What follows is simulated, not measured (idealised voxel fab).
The document below concerns the process module designated voxel self aligned vias.
Xsec cut, 245 nm wide, square cell size 5 nm.
Cross-section format: a grid of square cells, given as bands from top to bottom; each band is one or more rows of cells.
Read a band's entry like this: the first values are the height of its top and the height of its bottom in nm, and what follows is the sequence of materials from left to right, each with its width in nm. Note that "blank" is empty space, and that a single material marked "everywhere" reaches across the band from edge to edge.
Measure heights from 0. That's the level where, below it, the as-received wafer is all one material. The lowest band is bottomless and extends downward; write it as in "0 and below".
A two-number width, for instance "30 to 40", indicates that the width is equal to the first number in the top row of the band and to the second number in the bottom row, and that it changes by a constant amount per row of cells.
When a step is marked "changes: none", none of the cells in the cross-section changed during that step.
Under "Closed internal voids" you'll find the enclosed gaps, the ones with no way out to the top, that are 8 cells or bigger; each reads width x height at distance, with distance counted from the left edge, everything in nm.
after a step's settings: what the simulator itself notes on the step
"overlay nm" on a masked step: distance the mask lay right of its planned place, negative for left.
-- The following list gives the planned process steps
1: RECEIVE,material Si
2: CONFORMAL_DEP,material SiO2,thk nm 10
3: CONFORMAL_DEP,material SiCN,thk nm 5
4: DIRECTIONAL_DEP,material lowk,thk nm 25
5: PATTERN,tone open,mask id LINES,material resist,width nm 30,pitch nm 65,thk nm 15,overlay nm 0
6: DIRECTIONAL_ETCH,etch materials lowk,depth nm 25
7: STRIP,etch materials resist
8: CONFORMAL_DEP,material TiN,thk nm 5
9: FILL_DEP,material Ru,thk nm 10
10: CMP,height nm 40
11: SELECTIVE_ETCH,etch materials W Ru TiN,depth nm 10
12: FILL_DEP,material SiN,thk nm 5
13: CMP,height nm 40
14: DIRECTIONAL_DEP,material lowk,thk nm 15
15: MASKED_ETCH,tone open,mask id VIAS,width nm 40,pitch nm 65,etch materials lowk,depth nm 15,overlay nm 0
16: MASKED_ETCH,tone open,mask id VIAS,width nm 40,pitch nm 65,etch materials SiN,depth nm 10,overlay nm 0
17: CONFORMAL_DEP,material TiN,thk nm 5
18: FILL_DEP,material Ru,thk nm 10
19: CMP,height nm 55
20: CONFORMAL_DEP,material SiN,thk nm 5
Be aware that, although all wafers share a common starting state, the thk nm at step 3 differs among them, and the plan displays the first wafer's value.
-- As-received cross-section, first of several wafers, post step 1
> 0 and below = Si everywhere
> Closed internal voids: none
-- Shown in cross-section: the first of several wafers at the end of the module, after its last step, step 20
> 60 down to 55 = SiN everywhere
> 55 down to 45 = lowk (35)  TiN (5)  Ru (30)  TiN (5)  lowk (25)  TiN (5)  Ru (30)  TiN (5)  lowk (25)  TiN (5)  Ru (30)  TiN (5)  lowk (40)
> 45 down to 35 = lowk (35 to 40)  TiN (10 to 5)  Ru (20)  TiN (10 to 5)  lowk (25 to 35)  TiN (10 to 5)  Ru (20)  TiN (10 to 5)  lowk (25 to 35)  TiN (10 to 5)  Ru (20)  TiN (10 to 5)  lowk (40 to 45)
> 35 down to 30 = lowk (40)  TiN (30)  lowk (35)  TiN (30)  lowk (35)  TiN (30)  lowk (45)
> 30 down to 20 = lowk (40)  TiN (5)  Ru (20)  TiN (5)  lowk (35)  TiN (5)  Ru (20)  TiN (5)  lowk (35)  TiN (5)  Ru (20)  TiN (5)  lowk (45)
> 20 down to 15 = lowk (40)  TiN (30)  lowk (35)  TiN (30)  lowk (35)  TiN (30)  lowk (45)
> 15 down to 10 = SiCN everywhere
> 10 down to 0 = SiO2 everywhere
> 0 and below = Si everywhere
> Closed internal voids: none
-- Module end, final wafer: cross-section
> 60 down to 55 = SiN everywhere
> 55 down to 45 = lowk (35)  TiN (5)  Ru (30)  TiN (5)  lowk (25)  TiN (5)  Ru (30)  TiN (5)  lowk (25)  TiN (5)  Ru (30)  TiN (5)  lowk (40)
> 45 down to 35 = lowk (35 to 40)  TiN (10 to 5)  Ru (20)  TiN (10 to 5)  lowk (25 to 35)  TiN (10 to 5)  Ru (20)  TiN (10 to 5)  lowk (25 to 35)  TiN (10 to 5)  Ru (20)  TiN (10 to 5)  lowk (40 to 45)
> 35 down to 30 = lowk (40)  TiN (30)  lowk (35)  TiN (30)  lowk (35)  TiN (30)  lowk (45)
> 30 down to 10 = SiCN everywhere
> 10 down to 0 = SiO2 everywhere
> 0 and below = Si everywhere
> Closed internal voids: none
-- The following table contains a row per wafer, in which are reported, at the conclusion of the module, the cells of each material gained (+) or lost (-) since the wafer's receipt, with its closed voids given thereafter
thk nm 5; +84 Ru; +49 SiCN; +49 SiN; +98 SiO2; +78 TiN; +230 lowk; Closed internal voids: none
thk nm 10; +72 Ru; +98 SiCN; +49 SiN; +98 SiO2; +72 TiN; +199 lowk; Closed internal voids: none
thk nm 15; +60 Ru; +147 SiCN; +49 SiN; +98 SiO2; +66 TiN; +168 lowk; Closed internal voids: none
thk nm 20; +60 Ru; +196 SiCN; +49 SiN; +98 SiO2; +48 TiN; +137 lowk; Closed internal voids: none
